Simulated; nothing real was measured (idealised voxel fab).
Process module heading - voxel capacitor over wiring
Cross-section cut: width 160 nm, square cells of 5 nm.
Cross-section = grid of square cells, listed top down in bands; band = one or more rows. This entry defines a band. It first specifies the height of the band's top and the height of its bottom in nm, and then specifies the band's materials from left to right, stating each material with its width in nm. The word "full width" identifies a single material that fills the band from edge to edge, while the word "blank" identifies empty space. Heights are measured from 0, the level below which the as-received wafer is all one material; the lowest band has no bottom and continues downward, written as in "top 0, no bottom". Width "30 to 40": first value at the band's top row of cells, second value at its bottom row, equal change from row to row. Any step labelled "nothing got changed" changed none of the cells in the cross-section. If an empty space has no open way to the top and is at least 8 cells in size, "Enclosed void catalog" lists it, written width x height at distance, where distance is measured from the left edge and every value is in nm. On a step's line, text after the settings is the simulator commenting on that step. "overlay nm", when on a step's line for a step with a mask, measures how far to the right of its planned place the mask lay; a negative measure means to the left.
Intended process steps:
1 RECEIVE,material Si
2 CONFORMAL_DEP,material SiO2,thk nm 15
3 CONFORMAL_DEP,material SiCN,thk nm 5
4 DIRECTIONAL_DEP,material lowk,thk nm 15
5 PATTERN,tone open,mask id METAL_1,material resist,width nm 30,pitch nm 95,thk nm 20,overlay nm 0
6 DIRECTIONAL_ETCH,etch materials lowk,depth nm 15
7 DIRECTIONAL_ETCH,etch materials SiCN,depth nm 5
8 STRIP,etch materials resist
9 CONFORMAL_DEP,material TiN,thk nm 5
10 FILL_DEP,material Ru,thk nm 10
11 CMP,height nm 35
12 CONFORMAL_DEP,material SiCN,thk nm 5
13 DIRECTIONAL_DEP,material lowk,thk nm 10
14 MASKED_ETCH,tone open,mask id PLUG_1,width nm 15,etch materials lowk,depth nm 10,overlay nm 0
15 MASKED_ETCH,tone open,mask id PLUG_1,width nm 15,etch materials SiCN,depth nm 5,overlay nm 0
16 EPI,material Ru,thk nm 10
17 EPI,material Ru,thk nm 5
18 DIRECTIONAL_DEP,material TiN,thk nm 5
19 DIRECTIONAL_DEP,material Al2O3,thk nm 5
20 DIRECTIONAL_DEP,material TiN,thk nm 10
21 MASKED_ETCH,tone cover,mask id UPPER_PLATE,width nm 70,etch materials TiN,depth nm 10,overlay nm 0
22 MASKED_ETCH,tone cover,mask id UPPER_PLATE,width nm 70,etch materials Al2O3,depth nm 5,overlay nm 0
23 PATTERN,tone cover,mask id LOWER_PLATE,material resist,width nm 80,thk nm 20,overlay nm 0
24 DIRECTIONAL_ETCH,etch materials TiN,depth nm 5
25 STRIP,etch materials resist
26 FILL_DEP,material SiO2,thk nm 15
27 CMP,height nm 80
28 PATTERN,tone open,mask id PLUG_2,material resist,width nm 15,thk nm 15,overlay nm 0
29 DIRECTIONAL_ETCH,etch materials SiO2,depth nm 10
30 STRIP,etch materials resist
31 CONFORMAL_DEP,material TiN,thk nm 5
32 FILL_DEP,material Cu,thk nm 10
33 CMP,height nm 80
34 CONFORMAL_DEP,material SiN,thk nm 5
Incoming wafer in cross-section (state: after step 1):
- top 0, no bottom = Si full width
- Enclosed void catalog: none
Same starting wafer, same plan as above, one mistake in the execution; this is the cross-section at the end of the module:
- top 85, bottom 80 = SiN full width
- top 80, bottom 75 = SiO2 (40), then TiN (5), then Cu (5), then TiN (5), then SiO2 (105)
- top 75, bottom 70 = SiO2 (40), then TiN (15), then SiO2 (105)
- top 70, bottom 60 = SiO2 (30), then TiN (70), then SiO2 (60)
- top 60, bottom 55 = SiO2 (30), then Al2O3 (70), then SiO2 (60)
- top 55, bottom 50 = SiO2 (25), then TiN (80), then SiO2 (55)
- top 50, bottom 40 = lowk (30), then Ru (15), then lowk (115)
- top 40, bottom 35 = SiCN (30), then Ru (15), then SiCN (115)
- top 35, bottom 30 = TiN (20), then Ru (20), then TiN (75), then Ru (20), then TiN (25)
- top 30, bottom 20 = lowk (15), then TiN (5), then Ru (20), then TiN (5), then lowk (65), then TiN (5), then Ru (20), then TiN (5), then lowk (20)
- top 20, bottom 15 = lowk (15), then TiN (30), then lowk (65), then TiN (30), then lowk (20)
- top 15, bottom 0 = SiO2 full width
- top 0, no bottom = Si full width
- Enclosed void catalog: none
Plan not followed: plan step 3: skipped, not run
